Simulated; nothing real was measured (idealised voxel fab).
Title: Process Module voxel capacitor over wiring
Shown is cross-section cut, with a width of 280 nm and square cells of size 5 nm.
Throughout this document, each cross-section is represented as a grid of square cells and is presented as a sequence of bands enumerated from the top downward, where a band comprises one or more rows of cells.
First you get the band's top height and its bottom height, in nm, and then the materials it's made of, left to right, with each width in nm. If you see a single material with "all across", that one covers the band edge to edge. "air" is empty space.
Counting heights begins at 0, where everything beneath is, in the wafer as received, one material. The lowest band has no bottom; it goes on downwards, as "0 and below" shows.
The expression "30 to 40" gives the width at the extremes of the band, the first number at its top row of cells and the second at its bottom row, with the width changing by equal amounts from each row to the next in between.
Step marked "nothing different"? Then no cell in the cross-section changed in it.
Each empty space that has no open way to the top and spans at least 8 cells appears under "Sealed void list" as width x height at distance, the distance counted from the left edge, all in nm.
Note: text after step settings on the step line = simulator remark on that step.
Steps that use a mask can have "overlay nm" on their line. It says how far the mask sat to the right of where it was meant to be. Negative means to the left.
# plan
1 RECEIVE, material Si
2 CONFORMAL_DEP, material SiO2, thk nm 10
3 DIRECTIONAL_DEP, material TiN, thk nm 5
4 DIRECTIONAL_DEP, material W, thk nm 20
5 MASKED_ETCH, tone cover, mask id METAL_1, width nm 25, pitch nm 85, etch materials W, depth nm 20, overlay nm 0
6 MASKED_ETCH, tone cover, mask id METAL_1, width nm 25, pitch nm 85, etch materials TiN, depth nm 5, overlay nm 0
7 CONFORMAL_DEP, material SiN, thk nm 5
8 FILL_DEP, material lowk, thk nm 5
9 CMP, height nm 35
10 CONFORMAL_DEP, material SiCN, thk nm 5
11 DIRECTIONAL_DEP, material SiO2, thk nm 15
12 PATTERN, tone open, mask id PLUG_1, material resist, width nm 15, thk nm 15, overlay nm 0
13 DIRECTIONAL_ETCH, etch materials SiO2, depth nm 15
14 DIRECTIONAL_ETCH, etch materials SiCN, depth nm 5
15 STRIP, etch materials resist
16 EPI, material Ru, thk nm 10
17 EPI, material Ru, thk nm 10
18 DIRECTIONAL_DEP, material TiN, thk nm 10
19 DIRECTIONAL_DEP, material HfO2, thk nm 5
20 DIRECTIONAL_DEP, material TiN, thk nm 5
21 DIRECTIONAL_DEP, material aC, thk nm 15
22 PATTERN, tone cover, mask id UPPER_PLATE, material resist, width nm 65, thk nm 30, overlay nm 0
23 DIRECTIONAL_ETCH, etch materials aC, depth nm 15
24 STRIP, etch materials resist
25 DIRECTIONAL_ETCH, etch materials TiN, depth nm 5
26 DIRECTIONAL_ETCH, etch materials HfO2, depth nm 5
27 STRIP, etch materials aC
28 DIRECTIONAL_DEP, material aC, thk nm 15
29 PATTERN, tone cover, mask id LOWER_PLATE, material resist, width nm 75, thk nm 35, overlay nm 0
30 DIRECTIONAL_ETCH, etch materials aC, depth nm 15
31 STRIP, etch materials resist
32 DIRECTIONAL_ETCH, etch materials TiN, depth nm 10
33 STRIP, etch materials aC
34 FILL_DEP, material SiO2, thk nm 15
35 CMP, height nm 85
36 DIRECTIONAL_DEP, material aC, thk nm 15
37 PATTERN, tone open, mask id PLUG_2, material resist, width nm 15, thk nm 35, overlay nm 0
38 DIRECTIONAL_ETCH, etch materials aC, depth nm 15
39 STRIP, etch materials resist
40 DIRECTIONAL_ETCH, etch materials SiO2, depth nm 10
41 STRIP, etch materials aC
42 CONFORMAL_DEP, material TiN, thk nm 5
43 FILL_DEP, material Cu, thk nm 5
44 CMP, height nm 85
45 CONFORMAL_DEP, material SiCN, thk nm 5
# First wafer of two (run as planned)
# Cross-section: wafer on arrival = after step 1
* 0 and below  Si all across
* Sealed void list: none
# after step 2
* 10 down to 0  SiO2 all across
* Whatever lies below 0 is exactly as it was before.
# after step 3
* 15 down to 10  TiN all across
* Whatever lies below 10 is exactly as it was before.
# after step 4
* 35 down to 15  W all across
* Whatever lies below 15 is exactly as it was before.
# after step 5
* 35 down to 15  air: 85  W: 25  air: 60  W: 25  air: 85
* Whatever lies below 15 is exactly as it was before.
# after step 6
* 35 down to 15  air: 85  W: 25  air: 60  W: 25  air: 85
* 15 down to 10  air: 85  TiN: 25  air: 60  TiN: 25  air: 85
* Whatever lies below 10 is exactly as it was before.
# after step 7
* 40 down to 35  air: 80  SiN: 35  air: 50  SiN: 35  air: 80
* 35 down to 15  air: 80  SiN: 5  W: 25  SiN: 5  air: 50  SiN: 5  W: 25  SiN: 5  air: 80
* 15 down to 10  SiN: 85  TiN: 25  SiN: 60  TiN: 25  SiN: 85
* Whatever lies below 10 is exactly as it was before.
# after step 8
* 45 down to 40  lowk all across
* 40 down to 35  lowk: 80  SiN: 35  lowk: 50  SiN: 35  lowk: 80
* 35 down to 15  lowk: 80  SiN: 5  W: 25  SiN: 5  lowk: 50  SiN: 5  W: 25  SiN: 5  lowk: 80
* Whatever lies below 15 is exactly as it was before.
# after step 9
* 35 down to 15  lowk: 80  SiN: 5  W: 25  SiN: 5  lowk: 50  SiN: 5  W: 25  SiN: 5  lowk: 80
* Whatever lies below 15 is exactly as it was before.
# after step 10
* 40 down to 35  SiCN all across
* Whatever lies below 35 is exactly as it was before.
# after step 11
* 55 down to 40  SiO2 all across
* Whatever lies below 40 is exactly as it was before.
# after step 12
* 70 down to 55  resist: 95  air: 15  resist: 170
* Whatever lies below 55 is exactly as it was before.
# after step 13
* 70 down to 55  resist: 95  air: 15  resist: 170
* 55 down to 40  SiO2: 95  air: 15  SiO2: 170
* Whatever lies below 40 is exactly as it was before.
# after step 14
* 70 down to 55  resist: 95  air: 15  resist: 170
* 55 down to 40  SiO2: 95  air: 15  SiO2: 170
* 40 down to 35  SiCN: 95  air: 15  SiCN: 170
* Whatever lies below 35 is exactly as it was before.
# after step 15
* 55 down to 40  SiO2: 95  air: 15  SiO2: 170
* Whatever lies below 40 is exactly as it was before.
# after step 16
* 55 down to 45  SiO2: 95  air: 15  SiO2: 170
* 45 down to 40  SiO2: 95  Ru: 15  SiO2: 170
* 40 down to 35  SiCN: 95  Ru: 15  SiCN: 170
* Whatever lies below 35 is exactly as it was before.
# after step 17
* 55 down to 40  SiO2: 95  Ru: 15  SiO2: 170
* Whatever lies below 40 is exactly as it was before.
# after step 18
* 65 down to 55  TiN all across
* Whatever lies below 55 is exactly as it was before.
# after step 19
* 70 down to 65  HfO2 all across
* Whatever lies below 65 is exactly as it was before.
# after step 20
* 75 down to 70  TiN all across
* Whatever lies below 70 is exactly as it was before.
# after step 21
* 90 down to 75  aC all across
* Whatever lies below 75 is exactly as it was before.
# after step 22
* 120 down to 90  air: 95  resist: 65  air: 120
* Whatever lies below 90 is exactly as it was before.
# after step 23
* 105 down to 90  air: 95  resist: 65  air: 120
* 90 down to 75  air: 95  aC: 65  air: 120
* Whatever lies below 75 is exactly as it was before.
# after step 24
* 90 down to 75  air: 95  aC: 65  air: 120
* Whatever lies below 75 is exactly as it was before.
# after step 25
* 90 down to 75  air: 95  aC: 65  air: 120
* 75 down to 70  air: 95  TiN: 65  air: 120
* Whatever lies below 70 is exactly as it was before.
# after step 26
* 90 down to 75  air: 95  aC: 65  air: 120
* 75 down to 70  air: 95  TiN: 65  air: 120
* 70 down to 65  air: 95  HfO2: 65  air: 120
* Whatever lies below 65 is exactly as it was before.
# after step 27
* 75 down to 70  air: 95  TiN: 65  air: 120
* Whatever lies below 70 is exactly as it was before.
# after step 28
* 90 down to 80  air: 95  aC: 65  air: 120
* 80 down to 75  aC all across
* 75 down to 70  aC: 95  TiN: 65  aC: 120
* 70 down to 65  aC: 95  HfO2: 65  aC: 120
* Whatever lies below 65 is exactly as it was before.
# after step 29
* 125 down to 90  air: 90  resist: 75  air: 115
* 90 down to 80  air: 90  resist: 5  aC: 65  resist: 5  air: 115
* Whatever lies below 80 is exactly as it was before.
# after step 30
* 110 down to 90  air: 90  resist: 75  air: 115
* 90 down to 80  air: 90  resist: 5  aC: 65  resist: 5  air: 115
* 80 down to 75  air: 90  aC: 75  air: 115
* 75 down to 70  air: 90  aC: 5  TiN: 65  aC: 5  air: 115
* 70 down to 65  air: 90  aC: 5  HfO2: 65  aC: 5  air: 115
* Whatever lies below 65 is exactly as it was before.
# after step 31
* 90 down to 80  air: 95  aC: 65  air: 120
* Whatever lies below 80 is exactly as it was before.
# after step 32
* 90 down to 80  air: 95  aC: 65  air: 120
* 80 down to 75  air: 90  aC: 75  air: 115
* 75 down to 70  air: 90  aC: 5  TiN: 65  aC: 5  air: 115
* 70 down to 65  air: 90  aC: 5  HfO2: 65  aC: 5  air: 115
* 65 down to 55  air: 90  TiN: 75  air: 115
* Whatever lies below 55 is exactly as it was before.
# after step 33
* 75 down to 70  air: 95  TiN: 65  air: 120
* 70 down to 65  air: 95  HfO2: 65  air: 120
* Whatever lies below 65 is exactly as it was before.
# after step 34
* 90 down to 75  SiO2 all across
* 75 down to 70  SiO2: 95  TiN: 65  SiO2: 120
* 70 down to 65  SiO2: 95  HfO2: 65  SiO2: 120
* 65 down to 55  SiO2: 90  TiN: 75  SiO2: 115
* Whatever lies below 55 is exactly as it was before.
# after step 35
* 85 down to 75  SiO2 all across
* Whatever lies below 75 is exactly as it was before.
# after step 36
* 100 down to 85  aC all across
* Whatever lies below 85 is exactly as it was before.
# after step 37
* 135 down to 100  resist: 105  air: 15  resist: 160
* Whatever lies below 100 is exactly as it was before.
# after step 38
* 120 down to 100  resist: 105  air: 15  resist: 160
* 100 down to 85  aC: 105  air: 15  aC: 160
* Whatever lies below 85 is exactly as it was before.
# after step 39
* 100 down to 85  aC: 105  air: 15  aC: 160
* Whatever lies below 85 is exactly as it was before.
# after step 40
* 100 down to 85  aC: 105  air: 15  aC: 160
* 85 down to 75  SiO2: 105  air: 15  SiO2: 160
* Whatever lies below 75 is exactly as it was before.
# after step 41
* 85 down to 75  SiO2: 105  air: 15  SiO2: 160
* Whatever lies below 75 is exactly as it was before.
# after step 42
* 90 down to 85  TiN: 110  air: 5  TiN: 165
* 85 down to 80  SiO2: 105  TiN: 5  air: 5  TiN: 5  SiO2: 160
* 80 down to 70  SiO2: 105 to 95  TiN: 15 to 65  SiO2: 160 to 120
* Whatever lies below 70 is exactly as it was before.
# after step 43
* 95 down to 90  Cu all across
* 90 down to 85  TiN: 110  Cu: 5  TiN: 165
* 85 down to 80  SiO2: 105  TiN: 5  Cu: 5  TiN: 5  SiO2: 160
* Whatever lies below 80 is exactly as it was before.
# after step 44
* 85 down to 80  SiO2: 105  TiN: 5  Cu: 5  TiN: 5  SiO2: 160
* Whatever lies below 80 is exactly as it was before.
# after step 45
* 90 down to 85  SiCN all across
* Whatever lies below 85 is exactly as it was before.
# Second wafer, same starting conditions and recipe as the first, one mistake in executing it, nothing differs from the first up to and including step 6
# Second wafer, sectioned view, at step 7's planned end time
* 40 down to 35  air: 80  SiCN: 35  air: 50  SiCN: 35  air: 80
* 35 down to 15  air: 80  SiCN: 5  W: 25  SiCN: 5  air: 50  SiCN: 5  W: 25  SiCN: 5  air: 80
* 15 down to 10  SiCN: 85  TiN: 25  SiCN: 60  TiN: 25  SiCN: 85
* Whatever lies below 10 is exactly as it was before.
# Second wafer, sectioned view, at step 8's planned end time
* 45 down to 40  lowk all across
* 40 down to 35  lowk: 80  SiCN: 35  lowk: 50  SiCN: 35  lowk: 80
* 35 down to 15  lowk: 80  SiCN: 5  W: 25  SiCN: 5  lowk: 50  SiCN: 5  W: 25  SiCN: 5  lowk: 80
* Whatever lies below 15 is exactly as it was before.
# Second wafer, sectioned view, at step 9's planned end time
* 35 down to 15  lowk: 80  SiCN: 5  W: 25  SiCN: 5  lowk: 50  SiCN: 5  W: 25  SiCN: 5  lowk: 80
* Whatever lies below 15 is exactly as it was before.
# Second wafer, sectioned view, at step 10's planned end time
* 40 down to 35  SiCN all across
* Whatever lies below 35 is exactly as it was before.
# Second wafer, sectioned view, at step 11's planned end time
* 55 down to 40  SiO2 all across
* Whatever lies below 40 is exactly as it was before.
# Second wafer, sectioned view, at step 12's planned end time
* 70 down to 55  resist: 95  air: 15  resist: 170
* Whatever lies below 55 is exactly as it was before.
# Second wafer, sectioned view, at step 13's planned end time
* 70 down to 55  resist: 95  air: 15  resist: 170
* 55 down to 40  SiO2: 95  air: 15  SiO2: 170
* Whatever lies below 40 is exactly as it was before.
# Second wafer, sectioned view, at step 14's planned end time
* 70 down to 55  resist: 95  air: 15  resist: 170
* 55 down to 40  SiO2: 95  air: 15  SiO2: 170
* 40 down to 35  SiCN: 95  air: 15  SiCN: 170
* Whatever lies below 35 is exactly as it was before.
# Second wafer, sectioned view, at step 15's planned end time
* 55 down to 40  SiO2: 95  air: 15  SiO2: 170
* Whatever lies below 40 is exactly as it was before.
# Second wafer, sectioned view, at step 16's planned end time
* 55 down to 45  SiO2: 95  air: 15  SiO2: 170
* 45 down to 40  SiO2: 95  Ru: 15  SiO2: 170
* 40 down to 35  SiCN: 95  Ru: 15  SiCN: 170
* Whatever lies below 35 is exactly as it was before.
# Second wafer, sectioned view, at step 17's planned end time
* 55 down to 40  SiO2: 95  Ru: 15  SiO2: 170
* Whatever lies below 40 is exactly as it was before.
# Second wafer, sectioned view, at step 18's planned end time
* 65 down to 55  TiN all across
* Whatever lies below 55 is exactly as it was before.
# Second wafer, sectioned view, at step 19's planned end time
* 70 down to 65  HfO2 all across
* Whatever lies below 65 is exactly as it was before.
# Second wafer, sectioned view, at step 20's planned end time
* 75 down to 70  TiN all across
* Whatever lies below 70 is exactly as it was before.
# Second wafer, sectioned view, at step 21's planned end time
* 90 down to 75  aC all across
* Whatever lies below 75 is exactly as it was before.
# Second wafer, sectioned view, at step 22's planned end time
* 120 down to 90  air: 95  resist: 65  air: 120
* Whatever lies below 90 is exactly as it was before.
# Second wafer, sectioned view, at step 23's planned end time
* 105 down to 90  air: 95  resist: 65  air: 120
* 90 down to 75  air: 95  aC: 65  air: 120
* Whatever lies below 75 is exactly as it was before.
# Second wafer, sectioned view, at step 24's planned end time
* 90 down to 75  air: 95  aC: 65  air: 120
* Whatever lies below 75 is exactly as it was before.
# Second wafer, sectioned view, at step 25's planned end time
* 90 down to 75  air: 95  aC: 65  air: 120
* 75 down to 70  air: 95  TiN: 65  air: 120
* Whatever lies below 70 is exactly as it was before.
# Second wafer, sectioned view, at step 26's planned end time
* 90 down to 75  air: 95  aC: 65  air: 120
* 75 down to 70  air: 95  TiN: 65  air: 120
* 70 down to 65  air: 95  HfO2: 65  air: 120
* Whatever lies below 65 is exactly as it was before.
# Second wafer, sectioned view, at step 27's planned end time
* 75 down to 70  air: 95  TiN: 65  air: 120
* Whatever lies below 70 is exactly as it was before.
# Second wafer, sectioned view, at step 28's planned end time
* 90 down to 80  air: 95  aC: 65  air: 120
* 80 down to 75  aC all across
* 75 down to 70  aC: 95  TiN: 65  aC: 120
* 70 down to 65  aC: 95  HfO2: 65  aC: 120
* Whatever lies below 65 is exactly as it was before.
# Second wafer, sectioned view, at step 29's planned end time
* 125 down to 90  air: 90  resist: 75  air: 115
* 90 down to 80  air: 90  resist: 5  aC: 65  resist: 5  air: 115
* Whatever lies below 80 is exactly as it was before.
# Second wafer, sectioned view, at step 30's planned end time
* 110 down to 90  air: 90  resist: 75  air: 115
* 90 down to 80  air: 90  resist: 5  aC: 65  resist: 5  air: 115
* 80 down to 75  air: 90  aC: 75  air: 115
* 75 down to 70  air: 90  aC: 5  TiN: 65  aC: 5  air: 115
* 70 down to 65  air: 90  aC: 5  HfO2: 65  aC: 5  air: 115
* Whatever lies below 65 is exactly as it was before.
# Second wafer, sectioned view, at step 31's planned end time
* 90 down to 80  air: 95  aC: 65  air: 120
* Whatever lies below 80 is exactly as it was before.
# Second wafer, sectioned view, at step 32's planned end time
* 90 down to 80  air: 95  aC: 65  air: 120
* 80 down to 75  air: 90  aC: 75  air: 115
* 75 down to 70  air: 90  aC: 5  TiN: 65  aC: 5  air: 115
* 70 down to 65  air: 90  aC: 5  HfO2: 65  aC: 5  air: 115
* 65 down to 55  air: 90  TiN: 75  air: 115
* Whatever lies below 55 is exactly as it was before.
# Second wafer, sectioned view, at step 33's planned end time
* 75 down to 70  air: 95  TiN: 65  air: 120
* 70 down to 65  air: 95  HfO2: 65  air: 120
* Whatever lies below 65 is exactly as it was before.
# Second wafer, sectioned view, at step 34's planned end time
* 90 down to 75  SiO2 all across
* 75 down to 70  SiO2: 95  TiN: 65  SiO2: 120
* 70 down to 65  SiO2: 95  HfO2: 65  SiO2: 120
* 65 down to 55  SiO2: 90  TiN: 75  SiO2: 115
* Whatever lies below 55 is exactly as it was before.
# Second wafer, sectioned view, at step 35's planned end time
* 85 down to 75  SiO2 all across
* Whatever lies below 75 is exactly as it was before.
# Second wafer, sectioned view, at step 36's planned end time
* 100 down to 85  aC all across
* Whatever lies below 85 is exactly as it was before.
# Second wafer, sectioned view, at step 37's planned end time
* 135 down to 100  resist: 105  air: 15  resist: 160
* Whatever lies below 100 is exactly as it was before.
# Second wafer, sectioned view, at step 38's planned end time
* 120 down to 100  resist: 105  air: 15  resist: 160
* 100 down to 85  aC: 105  air: 15  aC: 160
* Whatever lies below 85 is exactly as it was before.
# Second wafer, sectioned view, at step 39's planned end time
* 100 down to 85  aC: 105  air: 15  aC: 160
* Whatever lies below 85 is exactly as it was before.
# Second wafer, sectioned view, at step 40's planned end time
* 100 down to 85  aC: 105  air: 15  aC: 160
* 85 down to 75  SiO2: 105  air: 15  SiO2: 160
* Whatever lies below 75 is exactly as it was before.
# Second wafer, sectioned view, at step 41's planned end time
* 85 down to 75  SiO2: 105  air: 15  SiO2: 160
* Whatever lies below 75 is exactly as it was before.
# Second wafer, sectioned view, at step 42's planned end time
* 90 down to 85  TiN: 110  air: 5  TiN: 165
* 85 down to 80  SiO2: 105  TiN: 5  air: 5  TiN: 5  SiO2: 160
* 80 down to 70  SiO2: 105 to 95  TiN: 15 to 65  SiO2: 160 to 120
* Whatever lies below 70 is exactly as it was before.
# Second wafer, sectioned view, at step 43's planned end time
* 95 down to 90  Cu all across
* 90 down to 85  TiN: 110  Cu: 5  TiN: 165
* 85 down to 80  SiO2: 105  TiN: 5  Cu: 5  TiN: 5  SiO2: 160
* Whatever lies below 80 is exactly as it was before.
# Second wafer, sectioned view, at step 44's planned end time
* 85 down to 80  SiO2: 105  TiN: 5  Cu: 5  TiN: 5  SiO2: 160
* Whatever lies below 80 is exactly as it was before.
# Second wafer, sectioned view, at step 45's planned end time
* 90 down to 85  SiCN all across
* Whatever lies below 85 is exactly as it was before.
Heads up, the wafer didn't run the way we planned it: not per plan at step 7, really ran CONFORMAL_DEP, material SiCN, thk nm 5
Final wafer comparison in cells, second versus first, more or fewer per material: 62 more of SiCN; 62 fewer of SiN
